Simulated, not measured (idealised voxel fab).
The process module presented herein is designated voxel lift off.
Each square cell in cross-section cut measures 5 nm, and the section as a whole is 295 nm wide.
If you're reading a cross-section in this doc, picture square cells in a grid; it comes to you as bands, top ones listed first down to the bottom, and a band can be one or more rows of cells.
Heights first: top, then bottom, in nm. Then materials, left to right, each with a width in nm. "throughout" on a single material: fills the band edge to edge. "blank": empty space.
Convention: height 0 is the level below which the wafer, as received, is all one material. The lowest band does not terminate at the bottom but continues downward, represented as "z 0 and below".
When a width is written as two numbers, as in "30 to 40", the first number is the width in the top row of cells of the band and the second is the width in its bottom row, and the width changes by the same amount from each row to the next.
When a step is marked "nothing different", none of the cells in the cross-section changed during that step.
In "Sealed-off cavities" the enclosed voids are listed, meaning empty spaces of 8 cells or larger without any opening to the top. The form is width x height at distance, distance from the left edge, units nm.
On each step's line, the part that comes after the settings is the simulator's own comment on the step.
overlay nm: mask offset rightward from planned place, masked step; negative means leftward offset.
### plan
- 1: RECEIVE (material Si)
- 2: CONFORMAL_DEP (material SiN; thk nm 10)
- 3: PATTERN (tone open; mask id LINES; material resist; width nm 20; pitch nm 40; thk nm 25; overlay nm -15)
- 4: DIRECTIONAL_DEP (material Ru; thk nm 15)
- 5: STRIP (etch materials resist)
- 6: CONFORMAL_DEP (material SiN; thk nm 10)
The overlay nm used in step 3 is not the same on every wafer, whereas the starting condition is; the value printed in the plan is the first wafer's.
### Cut through the first of several wafers as received, post step 1
* z 0 and below = Si throughout
* Sealed-off cavities: none
### Row per wafer, end-of-module: cell gain (+)/loss (-) by material since the wafer came in, then closed voids
overlay nm -15 | +24 Ru | +260 SiN | Sealed-off cavities: none
overlay nm -10 | +24 Ru | +260 SiN | Sealed-off cavities: none
overlay nm -5 | +24 Ru | +260 SiN | Sealed-off cavities: none
overlay nm 0 | +24 Ru | +260 SiN | Sealed-off cavities: none
overlay nm 5 | +24 Ru | +260 SiN | Sealed-off cavities: none
overlay nm 10 | +24 Ru | +260 SiN | Sealed-off cavities: none
overlay nm 15 | +24 Ru | +260 SiN | Sealed-off cavities: none
